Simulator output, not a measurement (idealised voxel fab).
process module | voxel capacitor over wiring
cross-section cut | 195 nm wide | cells 5 nm
A cross-section is a grid of square cells, given in bands from the top down. A band is one or more rows of cells.
Each band's line starts with the height of the band's top and of its bottom, in nm. Then come its materials from left to right, each with its width in nm. One material with "throughout" fills the band from edge to edge. "air" is empty space.
Height 0 is the level under which the wafer as received is all one material. The lowest band goes on downwards, as in "0 down".
A width such as "30 to 40" changes by the same amount from each row of cells to the next, from the band's top row to its bottom row.
"no change" after a step means that no cell of the cross-section changed.
closed voids: empty space of 8 cells or more with no open way to the top, each as width x height at its distance from the left edge, in nm
after a step's settings: what the simulator itself notes on the step
overlay nm, on a step with a mask: how far to the right of its planned place the mask lay; to the left if negative
plan
1 op RECEIVE | material Si
2 op CONFORMAL_DEP | material SiO2 | thk nm 10
3 op CONFORMAL_DEP | material SiN | thk nm 5
4 op DIRECTIONAL_DEP | material lowk | thk nm 15
5 op PATTERN | tone open | mask id METAL_1 | material resist | width nm 25 | pitch nm 95 | thk nm 20 | overlay nm 0
6 op DIRECTIONAL_ETCH | etch materials lowk | depth nm 15
7 op DIRECTIONAL_ETCH | etch materials SiN | depth nm 5
8 op STRIP | etch materials resist
9 op CONFORMAL_DEP | material TiN | thk nm 5
10 op FILL_DEP | material Cu | thk nm 5
11 op CMP | height nm 30
12 op CONFORMAL_DEP | material SiCN | thk nm 5
13 op DIRECTIONAL_DEP | material SiO2 | thk nm 15
14 op MASKED_ETCH | tone open | mask id PLUG_1 | width nm 15 | etch materials SiO2 | depth nm 15 | overlay nm 0
15 op MASKED_ETCH | tone open | mask id PLUG_1 | width nm 15 | etch materials SiCN | depth nm 5 | overlay nm 0
16 op CONFORMAL_DEP | material TiN | thk nm 5
17 op FILL_DEP | material Cu | thk nm 5
18 op CMP | height nm 50
19 op DIRECTIONAL_DEP | material TiN | thk nm 10
20 op DIRECTIONAL_DEP | material HfO2 | thk nm 5
21 op DIRECTIONAL_DEP | material TiN | thk nm 5
22 op DIRECTIONAL_DEP | material aC | thk nm 15
23 op PATTERN | tone cover | mask id UPPER_PLATE | material resist | width nm 75 | thk nm 30 | overlay nm 0
24 op DIRECTIONAL_ETCH | etch materials aC | depth nm 15
25 op STRIP | etch materials resist
26 op DIRECTIONAL_ETCH | etch materials TiN | depth nm 5
27 op DIRECTIONAL_ETCH | etch materials HfO2 | depth nm 5
28 op STRIP | etch materials aC
29 op PATTERN | tone cover | mask id LOWER_PLATE | material resist | width nm 85 | thk nm 15 | overlay nm 0
30 op DIRECTIONAL_ETCH | etch materials TiN | depth nm 10
31 op STRIP | etch materials resist
32 op FILL_DEP | material SiO2 | thk nm 15
33 op CMP | height nm 80
34 op PATTERN | tone open | mask id PLUG_2 | material resist | width nm 15 | thk nm 20 | overlay nm 0
35 op DIRECTIONAL_ETCH | etch materials SiO2 | depth nm 10
36 op STRIP | etch materials resist
37 op CONFORMAL_DEP | material TiN | thk nm 5
38 op FILL_DEP | material W | thk nm 5
39 op CMP | height nm 80
40 op CONFORMAL_DEP | material SiCN | thk nm 5
as received, after step 1
  0 down: Si throughout
  closed voids: none
first wafer at the end, as planned
  85 to 80: SiCN throughout
  80 to 75: SiO2 55 | TiN 5 | W 5 | TiN 5 | SiO2 125
  75 to 65: SiO2 55 to 45 | TiN 15 to 75 | SiO2 125 to 75
  65 to 60: SiO2 45 | HfO2 75 | SiO2 75
  60 to 50: SiO2 40 | TiN 85 | SiO2 70
  50 to 35: SiO2 45 | TiN 5 | Cu 5 | TiN 5 | SiO2 135
  35 to 30: SiCN 45 | TiN 15 | SiCN 135
  30 to 15: lowk 35 | TiN 5 | Cu 15 | TiN 5 | lowk 70 | TiN 5 | Cu 15 | TiN 5 | lowk 40
  15 to 10: SiN 35 | TiN 25 | SiN 70 | TiN 25 | SiN 40
  10 to 0: SiO2 throughout
  0 down: Si throughout
  closed voids: none
second wafer at the end: like start, like plan, one mistake
  85 to 80: SiCN throughout
  80 to 75: SiO2 55 | TiN 5 | W 5 | TiN 5 | SiO2 125
  75 to 70: SiO2 55 | TiN 15 | SiO2 125
  70 to 65: SiO2 40 | TiN 5 | SiO2 75 | TiN 5 | SiO2 70
  65 to 60: HfO2 45 | SiO2 75 | HfO2 75
  60 to 50: TiN throughout
  50 to 35: SiO2 45 | TiN 5 | Cu 5 | TiN 5 | SiO2 135
  35 to 30: SiCN 45 | TiN 15 | SiCN 135
  30 to 15: lowk 35 | TiN 5 | Cu 15 | TiN 5 | lowk 70 | TiN 5 | Cu 15 | TiN 5 | lowk 40
  15 to 10: SiN 35 | TiN 25 | SiN 70 | TiN 25 | SiN 40
  10 to 0: SiO2 throughout
  0 down: Si throughout
  closed voids: none
what went wrong: step 23 ran as: op PATTERN | tone open | mask id UPPER_PLATE | material resist | width nm 75 | thk nm 30 | overlay nm 0
at the end the second wafer has, in cells: 9 more of HfO2 | 40 fewer of SiO2 | 31 more of TiN
